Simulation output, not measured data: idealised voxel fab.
Presented below is a process module, voxel wiring stack.
The cross-section shown here is cut; it is 235 nm wide and divided into square cells measuring 5 nm on a side.
This document writes a cross-section as a grid whose cells are square, and gives it as bands, listed from the top down; one or more rows of cells form a band. Top height, bottom height, nm. Materials left to right, width each, nm. Single material + "all across" = fills band edge to edge. "air" = empty. It should be noted that heights are counted from 0, beneath which the wafer as supplied is of one material throughout, and that the lowest band possesses no lower boundary but continues downward, as written in "0 and below". Quick explanation for "30->40": the width changes in equal steps down the rows of cells, from the first number in the band's top row to the second number in its bottom row. "same as before" -> step changed no cross-section cell. Empty spaces without an open route to the top, at least 8 cells in extent, make up the entry "Trapped voids"; each is given as width x height at distance, where the distance is measured from the left edge, and all are in nm. On a step's line, text after the settings is the simulator commenting on that step. The "overlay nm" setting may appear on a step's line; for a step that uses a mask, it gives how far to the right of its planned position the mask lay, and a negative value indicates the left.
[Process steps - plan]
1 RECEIVE | material Si
2 CONFORMAL_DEP | material SiO2 | thk nm 10
3 CONFORMAL_DEP | material SiCN | thk nm 5
4 DIRECTIONAL_DEP | material lowk | thk nm 15
5 DIRECTIONAL_DEP | material aC | thk nm 15
6 PATTERN | tone open | mask id METAL_1 | material resist | width nm 25 | pitch nm 50 | thk nm 30 | overlay nm 0
7 DIRECTIONAL_ETCH | etch materials aC | depth nm 15
8 STRIP | etch materials resist
9 DIRECTIONAL_ETCH | etch materials lowk | depth nm 15
10 DIRECTIONAL_ETCH | etch materials SiCN | depth nm 5
11 STRIP | etch materials aC
12 CONFORMAL_DEP | material TiN | thk nm 5
13 FILL_DEP | material Cu | thk nm 10
14 CMP | height nm 30
15 CONFORMAL_DEP | material SiCN | thk nm 5
16 DIRECTIONAL_DEP | material lowk | thk nm 15
17 DIRECTIONAL_DEP | material aC | thk nm 10
18 PATTERN | tone open | mask id PLUG_1 | material resist | width nm 15 | pitch nm 50 | thk nm 30 | overlay nm 0
19 DIRECTIONAL_ETCH | etch materials aC | depth nm 10
20 STRIP | etch materials resist
21 DIRECTIONAL_ETCH | etch materials lowk | depth nm 15
22 DIRECTIONAL_ETCH | etch materials SiCN | depth nm 5
23 STRIP | etch materials aC
24 CONFORMAL_DEP | material TiN | thk nm 5
25 FILL_DEP | material Cu | thk nm 5
26 CMP | height nm 50
27 CONFORMAL_DEP | material SiCN | thk nm 5
28 DIRECTIONAL_DEP | material SiO2 | thk nm 20
29 PATTERN | tone open | mask id METAL_2 | material resist | width nm 25 | pitch nm 50 | thk nm 20 | overlay nm 0
30 DIRECTIONAL_ETCH | etch materials SiO2 | depth nm 20
31 DIRECTIONAL_ETCH | etch materials SiCN | depth nm 5
32 STRIP | etch materials resist
33 CONFORMAL_DEP | material TiN | thk nm 5
34 FILL_DEP | material W | thk nm 10
35 CMP | height nm 75
36 CONFORMAL_DEP | material SiCN | thk nm 5
37 DIRECTIONAL_DEP | material SiO2 | thk nm 25
38 DIRECTIONAL_DEP | material aC | thk nm 15
39 PATTERN | tone open | mask id METAL_3 | material resist | width nm 25 | pitch nm 50 | thk nm 35 | overlay nm 0
40 DIRECTIONAL_ETCH | etch materials aC | depth nm 15
41 STRIP | etch materials resist
42 DIRECTIONAL_ETCH | etch materials SiO2 | depth nm 15
43 STRIP | etch materials aC
44 PATTERN | tone open | mask id METAL_3_HOLES | material resist | width nm 15 | pitch nm 50 | thk nm 15 | overlay nm 0
45 DIRECTIONAL_ETCH | etch materials SiO2 | depth nm 10
46 DIRECTIONAL_ETCH | etch materials SiCN | depth nm 5
47 STRIP | etch materials resist
48 CONFORMAL_DEP | material TiN | thk nm 5
49 FILL_DEP | material Ru | thk nm 10
50 CMP | height nm 105
51 CONFORMAL_DEP | material SiCN | thk nm 5
[as received, after step 1]
  0 and below  Si all across
  Trapped voids: none
[The module was run from the start shown above using the plan shown above, but one mistake was made doing it; the resulting wafer cross-section is below]
  110 down to 105  SiCN all across
  105 down to 95  SiO2 80 nm  TiN 5 nm  Ru 15 nm  TiN 5 nm  SiO2 25 nm  TiN 5 nm  Ru 15 nm  TiN 5 nm  SiO2 80 nm
  95 down to 90  SiO2 80 nm  TiN 5 nm  Ru 5 nm  TiN 15 nm  SiO2 25 nm  TiN 5 nm  Ru 5 nm  TiN 15 nm  SiO2 80 nm
  90 down to 80  SiO2 80 nm  TiN 5 nm  Ru 5 nm  TiN 5 nm  SiO2 35 nm  TiN 5 nm  Ru 5 nm  TiN 5 nm  SiO2 90 nm
  80 down to 75  SiCN 80 nm  TiN 15 nm  SiCN 35 nm  TiN 15 nm  SiCN 90 nm
  75 down to 55  SiO2 80 nm  TiN 5 nm  W 15 nm  TiN 5 nm  SiO2 25 nm  TiN 5 nm  W 15 nm  TiN 5 nm  SiO2 80 nm
  55 down to 50  SiCN 80 nm  TiN 25 nm  SiCN 25 nm  TiN 25 nm  SiCN 80 nm
  50 down to 35  lowk 80 nm  TiN 5 nm  Cu 5 nm  TiN 5 nm  lowk 35 nm  TiN 5 nm  Cu 5 nm  TiN 5 nm  lowk 90 nm
  35 down to 30  SiCN 80 nm  TiN 15 nm  SiCN 35 nm  TiN 15 nm  SiCN 90 nm
  30 down to 15  lowk 70 nm  TiN 5 nm  Cu 15 nm  TiN 5 nm  lowk 25 nm  TiN 5 nm  Cu 15 nm  TiN 5 nm  lowk 90 nm
  15 down to 10  SiCN 70 nm  TiN 25 nm  SiCN 25 nm  TiN 25 nm  SiCN 90 nm
  10 down to 0  SiO2 all across
  0 and below  Si all across
  Trapped voids: none
Deviation noted in wafer processing: step 6 ran as: PATTERN | tone open | mask id METAL_1 | material resist | width nm 25 | pitch nm 50 | thk nm 30 | overlay nm -10
